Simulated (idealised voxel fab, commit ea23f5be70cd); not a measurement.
Process module name: voxel wiring stack
We display cut, a cross-section 270 nm in width whose square cells are each 5 nm.
Notation: cross-section as square-cell grid; stated in bands, top first, going down; one or more cell rows per band. This entry defines a band. It first specifies the height of the band's top and the height of its bottom in nm, and then specifies the band's materials from left to right, stating each material with its width in nm. The word "full width" identifies a single material that fills the band from edge to edge, while the word "air" identifies empty space. Heights are measured from 0, the level below which the as-received wafer is all one material; the lowest band has no bottom and continues downward, written as in "0 and below". The width entry "30 to 40" should be interpreted row by row: the top row of cells in the band takes the first number, the bottom row takes the second number, and the change between adjacent rows is uniform throughout. Any step labelled "remains unaltered" changed none of the cells in the cross-section. Closed-off voids of 8+ cells (no open route to the top) go in "Tabulated closed voids", written width x height at distance from the left edge, in nm. The remark found on a step's line after its settings is issued by the simulator itself and pertains to that step. The setting "overlay nm" may be written on the line of a step. When the step uses a mask, the value reports how far to the right of the planned place the mask lay, and a negative value reports that it lay to the left.
List of planned process steps:
1,RECEIVE, material Si
2,CONFORMAL_DEP, material SiO2, thk nm 10
3,CONFORMAL_DEP, material SiCN, thk nm 5
4,DIRECTIONAL_DEP, material SiO2, thk nm 20
5,DIRECTIONAL_DEP, material aC, thk nm 10
6,PATTERN, tone open, mask id METAL_1, material resist, width nm 20, pitch nm 45, thk nm 30, overlay nm 0
7,DIRECTIONAL_ETCH, etch materials aC, depth nm 10
8,STRIP, etch materials resist
9,DIRECTIONAL_ETCH, etch materials SiO2, depth nm 20
10,DIRECTIONAL_ETCH, etch materials SiCN, depth nm 5
11,STRIP, etch materials aC
12,CONFORMAL_DEP, material TiN, thk nm 5
13,FILL_DEP, material Cu, thk nm 10
14,CMP, height nm 35
15,EPI, material Ru, thk nm 5
16,FILL_DEP, material SiCN, thk nm 5
17,DIRECTIONAL_DEP, material SiO2, thk nm 20
18,PATTERN, tone open, mask id PLUG_1, material resist, width nm 15, thk nm 15, overlay nm 0
19,DIRECTIONAL_ETCH, etch materials SiO2, depth nm 20
20,DIRECTIONAL_ETCH, etch materials SiCN, depth nm 5
21,STRIP, etch materials resist
22,CONFORMAL_DEP, material TiN, thk nm 5
23,FILL_DEP, material Ru, thk nm 5
24,CMP, height nm 65
25,DIRECTIONAL_DEP, material TiN, thk nm 5
26,DIRECTIONAL_DEP, material Ru, thk nm 25
27,MASKED_ETCH, tone cover, mask id METAL_2, width nm 20, pitch nm 45, etch materials Ru, depth nm 25, overlay nm 0
28,MASKED_ETCH, tone cover, mask id METAL_2, width nm 20, pitch nm 45, etch materials TiN, depth nm 5, overlay nm 0
29,CONFORMAL_DEP, material SiN, thk nm 5
30,FILL_DEP, material lowk, thk nm 5
31,CMP, height nm 95
32,CONFORMAL_DEP, material SiCN, thk nm 5
33,DIRECTIONAL_DEP, material SiO2, thk nm 15
34,PATTERN, tone open, mask id PLUG_2, material resist, width nm 15, pitch nm 45, thk nm 15, overlay nm 0
35,DIRECTIONAL_ETCH, etch materials SiO2, depth nm 15
36,DIRECTIONAL_ETCH, etch materials SiCN, depth nm 5
37,STRIP, etch materials resist
38,CONFORMAL_DEP, material TiN, thk nm 5
39,FILL_DEP, material Ru, thk nm 10
40,CMP, height nm 115
41,DIRECTIONAL_DEP, material TiN, thk nm 5
42,DIRECTIONAL_DEP, material Ru, thk nm 15
43,MASKED_ETCH, tone cover, mask id METAL_3, width nm 20, pitch nm 45, etch materials Ru, depth nm 15, overlay nm 0
44,MASKED_ETCH, tone cover, mask id METAL_3, width nm 20, pitch nm 45, etch materials TiN, depth nm 5, overlay nm 0
45,CONFORMAL_DEP, material SiCN, thk nm 5
46,FILL_DEP, material SiO2, thk nm 10
47,CMP, height nm 135
48,CONFORMAL_DEP, material SiCN, thk nm 5
Here's what the wafer looked like in cross-section when it arrived - that's after step 1:
0 and below  Si full width
Tabulated closed voids: none
First wafer of two, sectioned at end of module; run went per plan:
140 down to 135  SiCN full width
135 down to 120  95 of SiO2 | 5 of SiCN | 20 of Ru | 5 of SiCN | 15 of SiO2 | 5 of SiCN | 20 of Ru | 5 of SiCN | 100 of SiO2
120 down to 115  100 of SiCN | 20 of TiN | 25 of SiCN | 20 of TiN | 105 of SiCN
115 down to 100  100 of SiO2 | 5 of TiN | 5 of Ru | 5 of TiN | 30 of SiO2 | 5 of TiN | 5 of Ru | 5 of TiN | 110 of SiO2
100 down to 95  100 of SiCN | 15 of TiN | 30 of SiCN | 15 of TiN | 110 of SiCN
95 down to 70  95 of lowk | 5 of SiN | 20 of Ru | 5 of SiN | 15 of lowk | 5 of SiN | 20 of Ru | 5 of SiN | 100 of lowk
70 down to 65  100 of SiN | 20 of TiN | 25 of SiN | 20 of TiN | 105 of SiN
65 down to 45  100 of SiO2 | 5 of TiN | 5 of Ru | 5 of TiN | 155 of SiO2
45 down to 40  100 of SiCN | 15 of TiN | 155 of SiCN
40 down to 35  95 of SiCN | 30 of Ru | 15 of SiCN | 30 of Ru | 100 of SiCN
35 down to 15  100 of SiO2 | 5 of TiN | 10 of Cu | 5 of TiN | 25 of SiO2 | 5 of TiN | 10 of Cu | 5 of TiN | 105 of SiO2
15 down to 10  100 of SiCN | 20 of TiN | 25 of SiCN | 20 of TiN | 105 of SiCN
10 down to 0  SiO2 full width
0 and below  Si full width
Tabulated closed voids: none
Wafer two cross-section, module end. Start and plan unchanged from wafer one; one mistake made during the run:
150 down to 135  SiCN full width
135 down to 120  95 of SiO2 | 5 of SiCN | 20 of Ru | 5 of SiCN | 15 of SiO2 | 5 of SiCN | 20 of Ru | 5 of SiCN | 100 of SiO2
120 down to 115  100 of SiCN | 20 of TiN | 25 of SiCN | 20 of TiN | 105 of SiCN
115 down to 100  100 of SiO2 | 5 of TiN | 5 of Ru | 5 of TiN | 30 of SiO2 | 5 of TiN | 5 of Ru | 5 of TiN | 110 of SiO2
100 down to 95  100 of SiCN | 15 of TiN | 30 of SiCN | 15 of TiN | 110 of SiCN
95 down to 70  95 of lowk | 5 of SiN | 20 of Ru | 5 of SiN | 15 of lowk | 5 of SiN | 20 of Ru | 5 of SiN | 100 of lowk
70 down to 65  100 of SiN | 20 of TiN | 25 of SiN | 20 of TiN | 105 of SiN
65 down to 45  100 of SiO2 | 5 of TiN | 5 of Ru | 5 of TiN | 155 of SiO2
45 down to 40  100 of SiCN | 15 of TiN | 155 of SiCN
40 down to 35  95 of SiCN | 30 of Ru | 15 of SiCN | 30 of Ru | 100 of SiCN
35 down to 15  100 of SiO2 | 5 of TiN | 10 of Cu | 5 of TiN | 25 of SiO2 | 5 of TiN | 10 of Cu | 5 of TiN | 105 of SiO2
15 down to 10  100 of SiCN | 20 of TiN | 25 of SiCN | 20 of TiN | 105 of SiCN
10 down to 0  SiO2 full width
0 and below  Si full width
Tabulated closed voids: none
what went wrong: step 48 was run on a setting that differed from the plan, and what really ran there is CONFORMAL_DEP, material SiCN, thk nm 15
Cell-count delta at end, second wafer over first, by material: SiCN: 108 more
